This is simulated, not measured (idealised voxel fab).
Proc. module: voxel fin reveal
FYI the section here is cut, 250 nm wide, cells are 5 nm squares.
For the purposes of this document, a cross-section shall be understood as a grid of square cells, specified as bands listed in top-to-bottom order, each band consisting of one or more rows of cells.
Band entry format. Leading values: height of top, height of bottom, nm. Remainder: materials in left-to-right order, each with its width in nm. Special words: "full width" on a single material, which then fills the band edge to edge; "air", empty space.
Height datum 0, below which the as-received substrate wafer is one material. Lowest band open at the bottom, running downward: "z 0 and below".
Width spec "30 to 40" -> top row of cells at first value, bottom row at second value, equal per-row change in between.
The cross-section has no changed cell in any step marked "nothing different".
Heads up: "Closed void table" only lists the empty pockets with no open path to the top that are 8 cells or more, and it writes them as width x height at distance, distance from the left edge, in nm.
after a step's settings: what the simulator itself notes on the step
overlay nm: for a step with a mask, the amount by which the mask lay right of where it was planned; a negative amount means left of it.

The following list gives the planned process steps
- 1: RECEIVE: material Si
- 2: CONFORMAL_DEP: material SiN, thk nm 10
- 3: PATTERN: tone cover, mask id FINS, material resist, width nm 15, pitch nm 35, thk nm 20, overlay nm 0
- 4: DIRECTIONAL_ETCH: etch materials SiN, depth nm 10
- 5: DIRECTIONAL_ETCH: etch materials Si, depth nm 35
- 6: STRIP: etch materials resist
- 7: FILL_DEP: material SiO2, thk nm 10
- 8: CMP: height nm 10
- 9: SELECTIVE_ETCH: etch materials SiO2, depth nm 25
- 10: STRIP: etch materials SiN
- 11: CONFORMAL_DEP: material HfO2, thk nm 5

As-received state of the wafer in cross-section, equivalent to post-step 1
  z 0 and below  Si full width
  Closed void table: none

Wafer cross-section at module end: first of two, run to plan
  z 5 to 0  air: 60; HfO2: 25; air: 10; HfO2: 25; air: 10; HfO2: 25; air: 10; HfO2: 25; air: 60
  z 0 to -10  air: 60; HfO2: 5; Si: 15; HfO2: 5; air: 10; HfO2: 5; Si: 15; HfO2: 5; air: 10; HfO2: 5; Si: 15; HfO2: 5; air: 10; HfO2: 5; Si: 15; HfO2: 5; air: 60
  z -10 to -15  HfO2: 65; Si: 15; HfO2: 20; Si: 15; HfO2: 20; Si: 15; HfO2: 20; Si: 15; HfO2: 65
  z -15 to -35  SiO2: 65; Si: 15; SiO2: 20; Si: 15; SiO2: 20; Si: 15; SiO2: 20; Si: 15; SiO2: 65
  z -35 and below  Si full width
  Closed void table: none

Wafer two cross-section, module end. Start and plan unchanged from wafer one; one mistake made during the run
  z 15 to 0  HfO2 full width
  z 0 and below  Si full width
  Closed void table: none
Deviation noted in wafer processing: step 2 did not happen as planned, as run it was CONFORMAL_DEP: material HfO2, thk nm 10
Final difference in cells, second wafer against first, listed per material as more or fewer: HfO2 +76, Si +266, SiO2 -152
